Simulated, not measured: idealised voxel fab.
The name of this process module is voxel transistor to metal.
Cross-section cut spans 175 nm and uses square cells 5 nm in size.
Bands, listed from the top down, are how a cross-section gets written in this document; the cross-section itself is a grid of square cells, and a band is one or more rows of them. What a band's entry tells you: where the top is and where the bottom is, as heights in nm, and after that what lies inside, material by material from left to right, each with its width in nm. Empty space is written as the word "empty", and a single material marked with the word "everywhere" occupies the band from edge to edge. Heights are measured from 0, the level below which the as-received wafer is all one material; the lowest band has no bottom and continues downward, written as in "0 nm and below". Quick explanation for "30 to 40": the width changes in equal steps down the rows of cells, from the first number in the band's top row to the second number in its bottom row. You'll sometimes find "nothing was modified" written for a step, and that's the way of saying that nowhere in the cross-section did a cell change during that step. Each empty space that has no open way to the top and spans at least 8 cells appears under "Enclosed void entries" as width x height at distance, the distance counted from the left edge, all in nm. It should be noted that, on the line of a given step, the content following the step's settings is a remark produced by the simulator itself with respect to that step. For masked steps, "overlay nm" on the step line gives how far right of plan the mask actually lay; a minus sign means it lay to the left.
# So here's the lineup of process steps we planned
1 RECEIVE,material Si
2 OXIDIZE,depth nm 5
3 CONFORMAL_DEP,material SiN,thk nm 10
4 MASKED_ETCH,tone cover,mask id ACTIVE,width nm 110,etch materials SiN,depth nm 10,overlay nm 0
5 MASKED_ETCH,tone cover,mask id ACTIVE,width nm 110,etch materials SiO2,depth nm 5,overlay nm 0
6 MASKED_ETCH,tone cover,mask id ACTIVE,width nm 110,etch materials Si,depth nm 25,overlay nm 0
7 OXIDIZE,depth nm 5
8 FILL_DEP,material SiO2,thk nm 5
9 CMP,height nm 10
10 SELECTIVE_ETCH,etch materials SiO2,depth nm 5
11 STRIP,etch materials SiN
12 SELECTIVE_ETCH,etch materials SiO2,depth nm 5
13 OXIDIZE,depth nm 5
14 DIRECTIONAL_DEP,material polySi,thk nm 25
15 DIRECTIONAL_DEP,material SiCN,thk nm 15
16 MASKED_ETCH,tone cover,mask id GATE,width nm 30,etch materials SiCN,depth nm 25,overlay nm 0
17 MASKED_ETCH,tone cover,mask id GATE,width nm 30,etch materials polySi,depth nm 35,overlay nm 0
18 CONFORMAL_DEP,material SiO2,thk nm 5
19 DIRECTIONAL_ETCH,etch materials SiO2,depth nm 5
20 CONFORMAL_DEP,material SiN,thk nm 5
21 DIRECTIONAL_ETCH,etch materials SiN,depth nm 5
22 DIRECTIONAL_ETCH,etch materials SiO2,depth nm 5
23 DIRECTIONAL_ETCH,etch materials Si,depth nm 10
24 EPI,material nSi,thk nm 10
25 FILL_DEP,material SiO2,thk nm 10
26 CMP,height nm 20
27 STRIP,etch materials polySi
28 SELECTIVE_ETCH,etch materials SiO2,depth nm 5
29 CONFORMAL_DEP,material HfO2,thk nm 5
30 CONFORMAL_DEP,material TiN,thk nm 5
31 FILL_DEP,material W,thk nm 10
32 CMP,height nm 15
33 DIRECTIONAL_DEP,material SiO2,thk nm 10
34 DIRECTIONAL_DEP,material aC,thk nm 15
35 PATTERN,tone open,mask id CONTACT,material resist,width nm 15,pitch nm 75,thk nm 35,overlay nm 0
36 DIRECTIONAL_ETCH,etch materials aC,depth nm 15
37 STRIP,etch materials resist
38 DIRECTIONAL_ETCH,etch materials SiO2,depth nm 35
39 STRIP,etch materials aC
40 CONFORMAL_DEP,material TiN,thk nm 5
41 FILL_DEP,material Ru,thk nm 5
42 CMP,height nm 25
43 DIRECTIONAL_DEP,material TiN,thk nm 5
44 DIRECTIONAL_DEP,material W,thk nm 25
45 DIRECTIONAL_DEP,material aC,thk nm 10
46 PATTERN,tone cover,mask id METAL_1,material resist,width nm 15,pitch nm 75,thk nm 25,overlay nm 0
47 DIRECTIONAL_ETCH,etch materials aC,depth nm 10
48 STRIP,etch materials resist
49 DIRECTIONAL_ETCH,etch materials W,depth nm 25
50 DIRECTIONAL_ETCH,etch materials TiN,depth nm 5
51 STRIP,etch materials aC
52 CONFORMAL_DEP,material SiCN,thk nm 5
53 FILL_DEP,material lowk,thk nm 5
54 CMP,height nm 55
55 CONFORMAL_DEP,material SiCN,thk nm 5
# First of two wafers - as planned
# Cross-section of the wafer at receipt, which is the condition after step 1
0 nm and below = Si everywhere
Enclosed void entries: none
# Cross-section of the wafer subsequent to step 2
0 nm to -5 nm = SiO2 everywhere
Everything under -5 stays put, no change at all.
# Cross-section of the wafer subsequent to step 3
10 nm to 0 nm = SiN everywhere
Everything under 0 stays put, no change at all.
# Cross-section of the wafer subsequent to step 4
10 nm to 0 nm = empty (30), then SiN (110), then empty (35)
Everything under 0 stays put, no change at all.
# Cross-section of the wafer subsequent to step 5
10 nm to 0 nm = empty (30), then SiN (110), then empty (35)
0 nm to -5 nm = empty (30), then SiO2 (110), then empty (35)
Everything under -5 stays put, no change at all.
# Cross-section of the wafer subsequent to step 6
10 nm to 0 nm = empty (30), then SiN (110), then empty (35)
0 nm to -5 nm = empty (30), then SiO2 (110), then empty (35)
-5 nm to -30 nm = empty (30), then Si (110), then empty (35)
Everything under -30 stays put, no change at all.
# Cross-section of the wafer subsequent to step 7
10 nm to 0 nm = empty (30), then SiN (110), then empty (35)
0 nm to -5 nm = empty (30), then SiO2 (110), then empty (35)
-5 nm to -30 nm = empty (30), then SiO2 (5), then Si (100), then SiO2 (5), then empty (35)
-30 nm to -35 nm = SiO2 (35), then Si (100), then SiO2 (40)
Everything under -35 stays put, no change at all.
# Cross-section of the wafer subsequent to step 8
15 nm to 10 nm = SiO2 everywhere
10 nm to 0 nm = SiO2 (30), then SiN (110), then SiO2 (35)
0 nm to -5 nm = SiO2 everywhere
-5 nm to -35 nm = SiO2 (35), then Si (100), then SiO2 (40)
Everything under -35 stays put, no change at all.
# Cross-section of the wafer subsequent to step 9
10 nm to 0 nm = SiO2 (30), then SiN (110), then SiO2 (35)
Everything under 0 stays put, no change at all.
# Cross-section of the wafer subsequent to step 10
10 nm to 5 nm = empty (30), then SiN (110), then empty (35)
Everything under 5 stays put, no change at all.
# Cross-section of the wafer subsequent to step 11
5 nm to 0 nm = SiO2 (30), then empty (110), then SiO2 (35)
Everything under 0 stays put, no change at all.
# Cross-section of the wafer subsequent to step 12
0 nm to -5 nm = SiO2 (25), then empty (120), then SiO2 (30)
Everything under -5 stays put, no change at all.
# Cross-section of the wafer subsequent to step 13
0 nm to -5 nm = SiO2 (25), then empty (120), then SiO2 (30)
-5 nm to -10 nm = SiO2 everywhere
Everything under -10 stays put, no change at all.
# Cross-section of the wafer subsequent to step 14
25 nm to 20 nm = polySi (25), then empty (120), then polySi (30)
20 nm to 0 nm = polySi everywhere
0 nm to -5 nm = SiO2 (25), then polySi (120), then SiO2 (30)
Everything under -5 stays put, no change at all.
# Cross-section of the wafer subsequent to step 15
40 nm to 35 nm = SiCN (25), then empty (120), then SiCN (30)
35 nm to 25 nm = SiCN everywhere
25 nm to 20 nm = polySi (25), then SiCN (120), then polySi (30)
Everything under 20 stays put, no change at all.
# Cross-section of the wafer subsequent to step 16
35 nm to 25 nm = empty (70), then SiCN (30), then empty (75)
25 nm to 20 nm = polySi (25), then empty (45), then SiCN (30), then empty (45), then polySi (30)
Everything under 20 stays put, no change at all.
# Cross-section of the wafer subsequent to step 17
35 nm to 20 nm = empty (70), then SiCN (30), then empty (75)
20 nm to 0 nm = empty (70), then polySi (30), then empty (75)
0 nm to -5 nm = SiO2 (25), then empty (45), then polySi (30), then empty (45), then SiO2 (30)
Everything under -5 stays put, no change at all.
# Cross-section of the wafer subsequent to step 18
40 nm to 35 nm = empty (65), then SiO2 (40), then empty (70)
35 nm to 20 nm = empty (65), then SiO2 (5), then SiCN (30), then SiO2 (5), then empty (70)
20 nm to 5 nm = empty (65), then SiO2 (5), then polySi (30), then SiO2 (5), then empty (70)
5 nm to 0 nm = SiO2 (30), then empty (35), then SiO2 (5), then polySi (30), then SiO2 (5), then empty (35), then SiO2 (35)
0 nm to -5 nm = SiO2 (70), then polySi (30), then SiO2 (75)
Everything under -5 stays put, no change at all.
# Cross-section of the wafer subsequent to step 19
35 nm to 20 nm = empty (65), then SiO2 (5), then SiCN (30), then SiO2 (5), then empty (70)
20 nm to 0 nm = empty (65), then SiO2 (5), then polySi (30), then SiO2 (5), then empty (70)
0 nm to -5 nm = SiO2 (30), then empty (35), then SiO2 (5), then polySi (30), then SiO2 (5), then empty (35), then SiO2 (35)
Everything under -5 stays put, no change at all.
# Cross-section of the wafer subsequent to step 20
40 nm to 35 nm = empty (60), then SiN (50), then empty (65)
35 nm to 20 nm = empty (60), then SiN (5), then SiO2 (5), then SiCN (30), then SiO2 (5), then SiN (5), then empty (65)
20 nm to 5 nm = empty (60), then SiN (5), then SiO2 (5), then polySi (30), then SiO2 (5), then SiN (5), then empty (65)
5 nm to 0 nm = SiN (35), then empty (25), then SiN (5), then SiO2 (5), then polySi (30), then SiO2 (5), then SiN (5), then empty (25), then SiN (40)
0 nm to -5 nm = SiO2 (30), then SiN (35), then SiO2 (5), then polySi (30), then SiO2 (5), then SiN (35), then SiO2 (35)
Everything under -5 stays put, no change at all.
# Cross-section of the wafer subsequent to step 21
35 nm to 20 nm = empty (60), then SiN (5), then SiO2 (5), then SiCN (30), then SiO2 (5), then SiN (5), then empty (65)
20 nm to 0 nm = empty (60), then SiN (5), then SiO2 (5), then polySi (30), then SiO2 (5), then SiN (5), then empty (65)
0 nm to -5 nm = SiO2 (30), then SiN (5), then empty (25), then SiN (5), then SiO2 (5), then polySi (30), then SiO2 (5), then SiN (5), then empty (25), then SiN (5), then SiO2 (35)
Everything under -5 stays put, no change at all.
# Cross-section of the wafer subsequent to step 22
35 nm to 30 nm = empty (60), then SiN (5), then empty (5), then SiCN (30), then empty (5), then SiN (5), then empty (65)
30 nm to 20 nm = empty (60), then SiN (5), then SiO2 (5), then SiCN (30), then SiO2 (5), then SiN (5), then empty (65)
20 nm to 0 nm = empty (60), then SiN (5), then SiO2 (5), then polySi (30), then SiO2 (5), then SiN (5), then empty (65)
0 nm to -5 nm = empty (30), then SiN (5), then empty (25), then SiN (5), then SiO2 (5), then polySi (30), then SiO2 (5), then SiN (5), then empty (25), then SiN (5), then empty (35)
-5 nm to -10 nm = SiO2 (35), then empty (25), then SiO2 (50), then empty (25), then SiO2 (40)
Everything under -10 stays put, no change at all.
# Cross-section of the wafer subsequent to step 23
35 nm to 30 nm = empty (60), then SiN (5), then empty (5), then SiCN (30), then empty (5), then SiN (5), then empty (65)
30 nm to 20 nm = empty (60), then SiN (5), then SiO2 (5), then SiCN (30), then SiO2 (5), then SiN (5), then empty (65)
20 nm to 0 nm = empty (60), then SiN (5), then SiO2 (5), then polySi (30), then SiO2 (5), then SiN (5), then empty (65)
0 nm to -5 nm = empty (30), then SiN (5), then empty (25), then SiN (5), then SiO2 (5), then polySi (30), then SiO2 (5), then SiN (5), then empty (25), then SiN (5), then empty (35)
-5 nm to -10 nm = SiO2 (35), then empty (25), then SiO2 (50), then empty (25), then SiO2 (40)
-10 nm to -20 nm = SiO2 (35), then empty (25), then Si (50), then empty (25), then SiO2 (40)
Everything under -20 stays put, no change at all.
# Cross-section of the wafer subsequent to step 24
35 nm to 30 nm = empty (60), then SiN (5), then empty (5), then SiCN (30), then empty (5), then SiN (5), then empty (65)
30 nm to 20 nm = empty (60), then SiN (5), then SiO2 (5), then SiCN (30), then SiO2 (5), then SiN (5), then empty (65)
20 nm to 0 nm = empty (60), then SiN (5), then SiO2 (5), then polySi (30), then SiO2 (5), then SiN (5), then empty (65)
0 nm to -5 nm = empty (30), then SiN (5), then empty (15), then nSi (10), then SiN (5), then SiO2 (5), then polySi (30), then SiO2 (5), then SiN (5), then nSi (10), then empty (15), then SiN (5), then empty (35)
-5 nm to -10 nm = SiO2 (35), then empty (15), then nSi (10), then SiO2 (50), then nSi (10), then empty (15), then SiO2 (40)
-10 nm to -20 nm = SiO2 (35), then nSi (25), then Si (50), then nSi (25), then SiO2 (40)
Everything under -20 stays put, no change at all.
# Cross-section of the wafer subsequent to step 25
45 nm to 35 nm = SiO2 everywhere
35 nm to 20 nm = SiO2 (60), then SiN (5), then SiO2 (5), then SiCN (30), then SiO2 (5), then SiN (5), then SiO2 (65)
20 nm to 0 nm = SiO2 (60), then SiN (5), then SiO2 (5), then polySi (30), then SiO2 (5), then SiN (5), then SiO2 (65)
0 nm to -5 nm = SiO2 (30), then SiN (5), then SiO2 (15), then nSi (10), then SiN (5), then SiO2 (5), then polySi (30), then SiO2 (5), then SiN (5), then nSi (10), then SiO2 (15), then SiN (5), then SiO2 (35)
-5 nm to -10 nm = SiO2 (50), then nSi (10), then SiO2 (50), then nSi (10), then SiO2 (55)
Everything under -10 stays put, no change at all.
# Cross-section of the wafer subsequent to step 26
20 nm to 0 nm = SiO2 (60), then SiN (5), then SiO2 (5), then polySi (30), then SiO2 (5), then SiN (5), then SiO2 (65)
Everything under 0 stays put, no change at all.
# Cross-section of the wafer subsequent to step 27
20 nm to 0 nm = SiO2 (60), then SiN (5), then SiO2 (5), then empty (30), then SiO2 (5), then SiN (5), then SiO2 (65)
0 nm to -5 nm = SiO2 (30), then SiN (5), then SiO2 (15), then nSi (10), then SiN (5), then SiO2 (5), then empty (30), then SiO2 (5), then SiN (5), then nSi (10), then SiO2 (15), then SiN (5), then SiO2 (35)
Everything under -5 stays put, no change at all.
# Cross-section of the wafer subsequent to step 28
20 nm to 15 nm = empty (60), then SiN (5), then empty (40), then SiN (5), then empty (65)
15 nm to 0 nm = SiO2 (60), then SiN (5), then empty (40), then SiN (5), then SiO2 (65)
0 nm to -5 nm = SiO2 (30), then SiN (5), then SiO2 (15), then nSi (10), then SiN (5), then empty (40), then SiN (5), then nSi (10), then SiO2 (15), then SiN (5), then SiO2 (35)
-5 nm to -10 nm = SiO2 (50), then nSi (10), then SiO2 (5), then empty (40), then SiO2 (5), then nSi (10), then SiO2 (55)
Everything under -10 stays put, no change at all.
# Cross-section of the wafer subsequent to step 29
25 nm to 20 nm = empty (55), then HfO2 (15), then empty (30), then HfO2 (15), then empty (60)
20 nm to 15 nm = HfO2 (60), then SiN (5), then HfO2 (5), then empty (30), then HfO2 (5), then SiN (5), then HfO2 (65)
15 nm to 0 nm = SiO2 (60), then SiN (5), then HfO2 (5), then empty (30), then HfO2 (5), then SiN (5), then SiO2 (65)
0 nm to -5 nm = SiO2 (30), then SiN (5), then SiO2 (15), then nSi (10), then SiN (5), then HfO2 (5), then empty (30), then HfO2 (5), then SiN (5), then nSi (10), then SiO2 (15), then SiN (5), then SiO2 (35)
-5 nm to -10 nm = SiO2 (50), then nSi (10), then SiO2 (5), then HfO2 (40), then SiO2 (5), then nSi (10), then SiO2 (55)
Everything under -10 stays put, no change at all.
# Cross-section of the wafer subsequent to step 30
30 nm to 25 nm = empty (50), then TiN (25), then empty (20), then TiN (25), then empty (55)
25 nm to 20 nm = TiN (55), then HfO2 (15), then TiN (5), then empty (20), then TiN (5), then HfO2 (15), then TiN (60)
20 nm to 15 nm = HfO2 (60), then SiN (5), then HfO2 (5), then TiN (5), then empty (20), then TiN (5), then HfO2 (5), then SiN (5), then HfO2 (65)
15 nm to 0 nm = SiO2 (60), then SiN (5), then HfO2 (5), then TiN (5), then empty (20), then TiN (5), then HfO2 (5), then SiN (5), then SiO2 (65)
0 nm to -5 nm = SiO2 (30), then SiN (5), then SiO2 (15), then nSi (10), then SiN (5), then HfO2 (5), then TiN (30), then HfO2 (5), then SiN (5), then nSi (10), then SiO2 (15), then SiN (5), then SiO2 (35)
Everything under -5 stays put, no change at all.
# Cross-section of the wafer subsequent to step 31
40 nm to 30 nm = W everywhere
30 nm to 25 nm = W (50), then TiN (25), then W (20), then TiN (25), then W (55)
25 nm to 20 nm = TiN (55), then HfO2 (15), then TiN (5), then W (20), then TiN (5), then HfO2 (15), then TiN (60)
20 nm to 15 nm = HfO2 (60), then SiN (5), then HfO2 (5), then TiN (5), then W (20), then TiN (5), then HfO2 (5), then SiN (5), then HfO2 (65)
15 nm to 0 nm = SiO2 (60), then SiN (5), then HfO2 (5), then TiN (5), then W (20), then TiN (5), then HfO2 (5), then SiN (5), then SiO2 (65)
Everything under 0 stays put, no change at all.
# Cross-section of the wafer subsequent to step 32
15 nm to 0 nm = SiO2 (60), then SiN (5), then HfO2 (5), then TiN (5), then W (20), then TiN (5), then HfO2 (5), then SiN (5), then SiO2 (65)
Everything under 0 stays put, no change at all.
# Cross-section of the wafer subsequent to step 33
25 nm to 15 nm = SiO2 everywhere
Everything under 15 stays put, no change at all.
# Cross-section of the wafer subsequent to step 34
40 nm to 25 nm = aC everywhere
Everything under 25 stays put, no change at all.
# Cross-section of the wafer subsequent to step 35
75 nm to 40 nm = resist (40), then empty (15), then resist (60), then empty (15), then resist (45)
Everything under 40 stays put, no change at all.
# Cross-section of the wafer subsequent to step 36
60 nm to 40 nm = resist (40), then empty (15), then resist (60), then empty (15), then resist (45)
40 nm to 25 nm = aC (40), then empty (15), then aC (60), then empty (15), then aC (45)
Everything under 25 stays put, no change at all.
# Cross-section of the wafer subsequent to step 37
40 nm to 25 nm = aC (40), then empty (15), then aC (60), then empty (15), then aC (45)
Everything under 25 stays put, no change at all.
# Cross-section of the wafer subsequent to step 38
40 nm to 25 nm = aC (40), then empty (15), then aC (60), then empty (15), then aC (45)
25 nm to 15 nm = SiO2 (40), then empty (15), then SiO2 (60), then empty (15), then SiO2 (45)
15 nm to 0 nm = SiO2 (40), then empty (15), then SiO2 (5), then SiN (5), then HfO2 (5), then TiN (5), then W (20), then TiN (5), then HfO2 (5), then SiN (5), then SiO2 (5), then empty (15), then SiO2 (45)
0 nm to -5 nm = SiO2 (30), then SiN (5), then SiO2 (5), then empty (10), then nSi (10), then SiN (5), then HfO2 (5), then TiN (30), then HfO2 (5), then SiN (5), then nSi (10), then empty (10), then SiO2 (5), then SiN (5), then SiO2 (35)
-5 nm to -10 nm = SiO2 (40), then empty (10), then nSi (10), then SiO2 (5), then HfO2 (40), then SiO2 (5), then nSi (10), then empty (10), then SiO2 (45)
Everything under -10 stays put, no change at all.
# Cross-section of the wafer subsequent to step 39
25 nm to 15 nm = SiO2 (40), then empty (15), then SiO2 (60), then empty (15), then SiO2 (45)
Everything under 15 stays put, no change at all.
# Cross-section of the wafer subsequent to step 40
30 nm to 25 nm = TiN (45), then empty (5), then TiN (70), then empty (5), then TiN (50)
25 nm to 15 nm = SiO2 (40), then TiN (5), then empty (5), then TiN (5), then SiO2 (60), then TiN (5), then empty (5), then TiN (5), then SiO2 (45)
15 nm to 5 nm = SiO2 (40), then TiN (5), then empty (5), then TiN (5), then SiO2 (5), then SiN (5), then HfO2 (5), then TiN (5), then W (20), then TiN (5), then HfO2 (5), then SiN (5), then SiO2 (5), then TiN (5), then empty (5), then TiN (5), then SiO2 (45)
5 nm to 0 nm = SiO2 (40), then TiN (15), then SiO2 (5), then SiN (5), then HfO2 (5), then TiN (5), then W (20), then TiN (5), then HfO2 (5), then SiN (5), then SiO2 (5), then TiN (15), then SiO2 (45)
0 nm to -5 nm = SiO2 (30), then SiN (5), then SiO2 (5), then TiN (10), then nSi (10), then SiN (5), then HfO2 (5), then TiN (30), then HfO2 (5), then SiN (5), then nSi (10), then TiN (10), then SiO2 (5), then SiN (5), then SiO2 (35)
-5 nm to -10 nm = SiO2 (40), then TiN (10), then nSi (10), then SiO2 (5), then HfO2 (40), then SiO2 (5), then nSi (10), then TiN (10), then SiO2 (45)
Everything under -10 stays put, no change at all.
# Cross-section of the wafer subsequent to step 41
35 nm to 30 nm = Ru everywhere
30 nm to 25 nm = TiN (45), then Ru (5), then TiN (70), then Ru (5), then TiN (50)
25 nm to 15 nm = SiO2 (40), then TiN (5), then Ru (5), then TiN (5), then SiO2 (60), then TiN (5), then Ru (5), then TiN (5), then SiO2 (45)
15 nm to 5 nm = SiO2 (40), then TiN (5), then Ru (5), then TiN (5), then SiO2 (5), then SiN (5), then HfO2 (5), then TiN (5), then W (20), then TiN (5), then HfO2 (5), then SiN (5), then SiO2 (5), then TiN (5), then Ru (5), then TiN (5), then SiO2 (45)
Everything under 5 stays put, no change at all.
# Cross-section of the wafer subsequent to step 42
25 nm to 15 nm = SiO2 (40), then TiN (5), then Ru (5), then TiN (5), then SiO2 (60), then TiN (5), then Ru (5), then TiN (5), then SiO2 (45)
Everything under 15 stays put, no change at all.
# Cross-section of the wafer subsequent to step 43
30 nm to 25 nm = TiN everywhere
Everything under 25 stays put, no change at all.
# Cross-section of the wafer subsequent to step 44
55 nm to 30 nm = W everywhere
Everything under 30 stays put, no change at all.
# Cross-section of the wafer subsequent to step 45
65 nm to 55 nm = aC everywhere
Everything under 55 stays put, no change at all.
# Cross-section of the wafer subsequent to step 46
90 nm to 65 nm = empty (40), then resist (15), then empty (60), then resist (15), then empty (45)
Everything under 65 stays put, no change at all.
# Cross-section of the wafer subsequent to step 47
80 nm to 65 nm = empty (40), then resist (15), then empty (60), then resist (15), then empty (45)
65 nm to 55 nm = empty (40), then aC (15), then empty (60), then aC (15), then empty (45)
Everything under 55 stays put, no change at all.
# Cross-section of the wafer subsequent to step 48
65 nm to 55 nm = empty (40), then aC (15), then empty (60), then aC (15), then empty (45)
Everything under 55 stays put, no change at all.
# Cross-section of the wafer subsequent to step 49
65 nm to 55 nm = empty (40), then aC (15), then empty (60), then aC (15), then empty (45)
55 nm to 30 nm = empty (40), then W (15), then empty (60), then W (15), then empty (45)
Everything under 30 stays put, no change at all.
# Cross-section of the wafer subsequent to step 50
65 nm to 55 nm = empty (40), then aC (15), then empty (60), then aC (15), then empty (45)
55 nm to 30 nm = empty (40), then W (15), then empty (60), then W (15), then empty (45)
30 nm to 25 nm = empty (40), then TiN (15), then empty (60), then TiN (15), then empty (45)
Everything under 25 stays put, no change at all.
# Cross-section of the wafer subsequent to step 51
55 nm to 30 nm = empty (40), then W (15), then empty (60), then W (15), then empty (45)
Everything under 30 stays put, no change at all.
# Cross-section of the wafer subsequent to step 52
60 nm to 55 nm = empty (35), then SiCN (25), then empty (50), then SiCN (25), then empty (40)
55 nm to 30 nm = empty (35), then SiCN (5), then W (15), then SiCN (5), then empty (50), then SiCN (5), then W (15), then SiCN (5), then empty (40)
30 nm to 25 nm = SiCN (40), then TiN (15), then SiCN (60), then TiN (15), then SiCN (45)
Everything under 25 stays put, no change at all.
# Cross-section of the wafer subsequent to step 53
65 nm to 60 nm = lowk everywhere
60 nm to 55 nm = lowk (35), then SiCN (25), then lowk (50), then SiCN (25), then lowk (40)
55 nm to 30 nm = lowk (35), then SiCN (5), then W (15), then SiCN (5), then lowk (50), then SiCN (5), then W (15), then SiCN (5), then lowk (40)
Everything under 30 stays put, no change at all.
# Cross-section of the wafer subsequent to step 54
55 nm to 30 nm = lowk (35), then SiCN (5), then W (15), then SiCN (5), then lowk (50), then SiCN (5), then W (15), then SiCN (5), then lowk (40)
Everything under 30 stays put, no change at all.
# Cross-section of the wafer subsequent to step 55
60 nm to 55 nm = SiCN everywhere
Everything under 55 stays put, no change at all.
# Wafer two of the pair: same origin, same plan, one error during the run; identical to wafer one up to and including step 45
# Cross-sectional representation of the second wafer at the time designated in the plan for the completion of step 46
90 nm to 65 nm = resist (40), then empty (15), then resist (60), then empty (15), then resist (45)
Everything under 65 stays put, no change at all.
# Cross-sectional representation of the second wafer at the time designated in the plan for the completion of step 47
80 nm to 65 nm = resist (40), then empty (15), then resist (60), then empty (15), then resist (45)
65 nm to 55 nm = aC (40), then empty (15), then aC (60), then empty (15), then aC (45)
Everything under 55 stays put, no change at all.
# Cross-sectional representation of the second wafer at the time designated in the plan for the completion of step 48
65 nm to 55 nm = aC (40), then empty (15), then aC (60), then empty (15), then aC (45)
Everything under 55 stays put, no change at all.
# Cross-sectional representation of the second wafer at the time designated in the plan for the completion of step 49
65 nm to 55 nm = aC (40), then empty (15), then aC (60), then empty (15), then aC (45)
55 nm to 30 nm = W (40), then empty (15), then W (60), then empty (15), then W (45)
Everything under 30 stays put, no change at all.
# Cross-sectional representation of the second wafer at the time designated in the plan for the completion of step 50
65 nm to 55 nm = aC (40), then empty (15), then aC (60), then empty (15), then aC (45)
55 nm to 30 nm = W (40), then empty (15), then W (60), then empty (15), then W (45)
30 nm to 25 nm = TiN (40), then empty (15), then TiN (60), then empty (15), then TiN (45)
Everything under 25 stays put, no change at all.
# Cross-sectional representation of the second wafer at the time designated in the plan for the completion of step 51
55 nm to 30 nm = W (40), then empty (15), then W (60), then empty (15), then W (45)
Everything under 30 stays put, no change at all.
# Cross-sectional representation of the second wafer at the time designated in the plan for the completion of step 52
60 nm to 55 nm = SiCN (45), then empty (5), then SiCN (70), then empty (5), then SiCN (50)
55 nm to 30 nm = W (40), then SiCN (5), then empty (5), then SiCN (5), then W (60), then SiCN (5), then empty (5), then SiCN (5), then W (45)
30 nm to 25 nm = TiN (40), then SiCN (15), then TiN (60), then SiCN (15), then TiN (45)
Everything under 25 stays put, no change at all.
# Cross-sectional representation of the second wafer at the time designated in the plan for the completion of step 53
65 nm to 60 nm = lowk everywhere
60 nm to 55 nm = SiCN (45), then lowk (5), then SiCN (70), then lowk (5), then SiCN (50)
55 nm to 30 nm = W (40), then SiCN (5), then lowk (5), then SiCN (5), then W (60), then SiCN (5), then lowk (5), then SiCN (5), then W (45)
Everything under 30 stays put, no change at all.
# Cross-sectional representation of the second wafer at the time designated in the plan for the completion of step 54
55 nm to 30 nm = W (40), then SiCN (5), then lowk (5), then SiCN (5), then W (60), then SiCN (5), then lowk (5), then SiCN (5), then W (45)
Everything under 30 stays put, no change at all.
# Cross-sectional representation of the second wafer at the time designated in the plan for the completion of step 55
60 nm to 55 nm = SiCN everywhere
Everything under 55 stays put, no change at all.
Finding, execution versus plan: step 46: run off-plan, actual operation and settings PATTERN,tone open,mask id METAL_1,material resist,width nm 15,pitch nm 75,thk nm 25,overlay nm 0
End of process, cell counts, second wafer against first, materials with more or fewer: 23 fewer of SiCN | 23 more of TiN | 115 more of W | 115 fewer of lowk
